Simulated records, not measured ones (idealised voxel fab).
Name of the process module below: voxel self aligned contacts
Shown is cross-section cut, with a width of 280 nm and square cells of size 5 nm.
Cross-section spec: square-cell grid; bands listed top down; each band is one or more rows.
Within each band entry, the heights of the top and of the bottom of the band appear first, in that order and in nm; the materials of the band then follow from left to right, each with its corresponding width in nm. The designation "full width" on a single material indicates that it fills the band from edge to edge; the designation "air" indicates empty space.
Heights are measured from 0, the level below which the as-received wafer is all one material; the lowest band has no bottom and continues downward, written as in "0..down".
Note: "30 to 40" means the width goes from the first number (top row of the band) to the second number (bottom row) in equal steps per row of cells.
Key: "no alteration" - step with no changed cell in the cross-section.
"Unvented internal voids" contains a list of empty spaces, each no smaller than 8 cells and without an open way to the top, written in the form width x height at distance with the distance from the left edge and all three in nm.
The remark found on a step's line after its settings is issued by the simulator itself and pertains to that step.
overlay nm: how far to the right of its planned place the mask lay on this masked step (negative: to the left).
**List of planned process steps**
1,op RECEIVE | material Si
2,op CONFORMAL_DEP | material SiO2 | thk nm 5
3,op DIRECTIONAL_DEP | material polySi | thk nm 25
4,op DIRECTIONAL_DEP | material SiN | thk nm 20
5,op DIRECTIONAL_DEP | material aC | thk nm 10
6,op PATTERN | tone cover | mask id GATE | material resist | width nm 35 | pitch nm 70 | thk nm 25 | overlay nm 0
7,op DIRECTIONAL_ETCH | etch materials aC | depth nm 10
8,op STRIP | etch materials resist
9,op DIRECTIONAL_ETCH | etch materials SiN | depth nm 20
10,op DIRECTIONAL_ETCH | etch materials polySi | depth nm 25
11,op STRIP | etch materials aC
12,op CONFORMAL_DEP | material SiN | thk nm 5
13,op DIRECTIONAL_ETCH | etch materials SiN | depth nm 5
14,op FILL_DEP | material SiO2 | thk nm 10
15,op CMP | height nm 55
16,op DIRECTIONAL_DEP | material aC | thk nm 10
17,op PATTERN | tone open | mask id CONTACT | material resist | width nm 55 | pitch nm 70 | thk nm 25 | overlay nm 0
18,op DIRECTIONAL_ETCH | etch materials aC | depth nm 10
19,op STRIP | etch materials resist
20,op DIRECTIONAL_ETCH | etch materials SiO2 | depth nm 55
21,op STRIP | etch materials aC
22,op CONFORMAL_DEP | material TiN | thk nm 5
23,op FILL_DEP | material Ru | thk nm 10
24,op CMP | height nm 55
25,op CONFORMAL_DEP | material SiN | thk nm 5
**Received-state cross-section, reflecting completion of step 1**
	0..down  Si full width
	Unvented internal voids: none
**Cross-section, end of module. Start: as above. Plan: as above. Execution: one mistake**
	60..55  SiN full width
	55..50  SiO2=75; TiN=55; SiO2=15; TiN=55; SiO2=80
	50..30  SiN=55; SiO2=20; TiN=5; SiN=45; TiN=5; SiO2=15; TiN=5; SiN=45; TiN=5; SiO2=20; SiN=60
	30..5  polySi=50; SiN=5; SiO2=20; TiN=5; SiN=5; polySi=35; SiN=5; TiN=5; SiO2=15; TiN=5; SiN=5; polySi=35; SiN=5; TiN=5; SiO2=20; SiN=5; polySi=55
	5..0  SiO2=75; TiN=5; SiO2=45; TiN=5; SiO2=15; TiN=5; SiO2=45; TiN=5; SiO2=80
	0..down  Si full width
	Unvented internal voids: none
Which mistake was made when the wafer was run? so step 6 ended up running with a different setting than we planned, it ran as op PATTERN | tone open | mask id GATE | material resist | width nm 35 | pitch nm 70 | thk nm 25 | overlay nm 0
